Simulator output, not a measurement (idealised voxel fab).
Documented hereafter: the process module known as voxel capacitor over wiring.
The width of the displayed cross-section, cut, is 215 nm; its cells are square, with a size of 5 nm.
A cross-section is written here as square cells arranged in a grid, and it is given in bands from the top down, each band taking up one or more rows of cells. For a band, the entry starts with two heights in nm, that of the top and then that of the bottom, and carries on with the band's materials in order from left to right, each alongside its width in nm; the word "full width" beside a single material means it fills the band edge to edge, and "air" means empty space. Heads up on the height convention: 0 is the point under which the incoming wafer is all one material, and the lowest band has no bottom, it just keeps going down, like "top 0, no bottom". Read "30 to 40" as a graded width: first number on top, second number at the bottom, same change between each pair of neighbouring rows. Take "nothing changed" at face value: in the step it is given for, the cross-section changed in none of its cells. Voids not open to the top, 8 cells minimum: see "Enclosed empty spaces". Written width x height at distance; distance is from the left edge; nm. The remark found on a step's line after its settings is issued by the simulator itself and pertains to that step. overlay nm, on a step with a mask: how far to the right of its planned place the mask lay; to the left if negative.

### Here's what the planned process steps look like
1,RECEIVE [material Si]
2,CONFORMAL_DEP [material SiO2] [thk nm 15]
3,CONFORMAL_DEP [material SiCN] [thk nm 5]
4,DIRECTIONAL_DEP [material SiO2] [thk nm 20]
5,DIRECTIONAL_DEP [material aC] [thk nm 15]
6,PATTERN [tone open] [mask id METAL_1] [material resist] [width nm 20] [pitch nm 75] [thk nm 30] [overlay nm 0]
7,DIRECTIONAL_ETCH [etch materials aC] [depth nm 15]
8,STRIP [etch materials resist]
9,DIRECTIONAL_ETCH [etch materials SiO2] [depth nm 20]
10,DIRECTIONAL_ETCH [etch materials SiCN] [depth nm 5]
11,STRIP [etch materials aC]
12,CONFORMAL_DEP [material TiN] [thk nm 5]
13,FILL_DEP [material W] [thk nm 10]
14,CMP [height nm 40]
15,EPI [material Ru] [thk nm 5]
16,FILL_DEP [material SiCN] [thk nm 5]
17,DIRECTIONAL_DEP [material SiO2] [thk nm 10]
18,MASKED_ETCH [tone open] [mask id PLUG_1] [width nm 15] [etch materials SiO2] [depth nm 10] [overlay nm 0]
19,MASKED_ETCH [tone open] [mask id PLUG_1] [width nm 15] [etch materials SiCN] [depth nm 5] [overlay nm 0]
20,EPI [material Ru] [thk nm 10]
21,EPI [material Ru] [thk nm 5]
22,DIRECTIONAL_DEP [material TiN] [thk nm 10]
23,DIRECTIONAL_DEP [material Al2O3] [thk nm 5]
24,DIRECTIONAL_DEP [material TiN] [thk nm 5]
25,MASKED_ETCH [tone cover] [mask id UPPER_PLATE] [width nm 60] [etch materials TiN] [depth nm 5] [overlay nm 0]
26,MASKED_ETCH [tone cover] [mask id UPPER_PLATE] [width nm 60] [etch materials Al2O3] [depth nm 5] [overlay nm 0]
27,PATTERN [tone cover] [mask id LOWER_PLATE] [material resist] [width nm 70] [thk nm 20] [overlay nm 0]
28,DIRECTIONAL_ETCH [etch materials TiN] [depth nm 10]
29,STRIP [etch materials resist]
30,FILL_DEP [material SiO2] [thk nm 20]
31,CMP [height nm 95]
32,MASKED_ETCH [tone open] [mask id PLUG_2] [width nm 15] [etch materials SiO2] [depth nm 15] [overlay nm 0]
33,CONFORMAL_DEP [material TiN] [thk nm 5]
34,FILL_DEP [material Ru] [thk nm 5]
35,CMP [height nm 95]
36,CONFORMAL_DEP [material SiCN] [thk nm 5]

### As received (post step 1): cross-section
  top 0, no bottom | Si full width
  Enclosed empty spaces: none

### What the wafer looks like in cross-section after this module, when it starts as shown above and follows the plan above but one mistake is made in running it
  top 100, bottom 95 | SiCN full width
  top 95, bottom 85 | SiO2: 75  TiN: 5  Ru: 5  TiN: 5  SiO2: 125
  top 85, bottom 75 | SiO2: 75 to 65  TiN: 15 to 60  SiO2: 125 to 90
  top 75, bottom 70 | SiO2: 65  Al2O3: 60  SiO2: 90
  top 70, bottom 60 | SiO2: 60  TiN: 70  SiO2: 85
  top 60, bottom 50 | SiO2: 65  Ru: 15  SiO2: 135
  top 50, bottom 45 | SiCN: 65  Ru: 15  SiCN: 135
  top 45, bottom 40 | SiCN: 55  Ru: 30  SiCN: 45  Ru: 30  SiCN: 55
  top 40, bottom 25 | SiO2: 60  TiN: 5  W: 10  TiN: 5  SiO2: 55  TiN: 5  W: 10  TiN: 5  SiO2: 60
  top 25, bottom 20 | SiO2: 60  TiN: 20  SiO2: 55  TiN: 20  SiO2: 60
  top 20, bottom 5 | SiO2 full width
  top 5, bottom 0 | SiCN full width
  top 0, no bottom | Si full width
  Enclosed empty spaces: none
Where did the run depart from the plan? steps 2 and 3 got flipped, so each one ran where the other should have
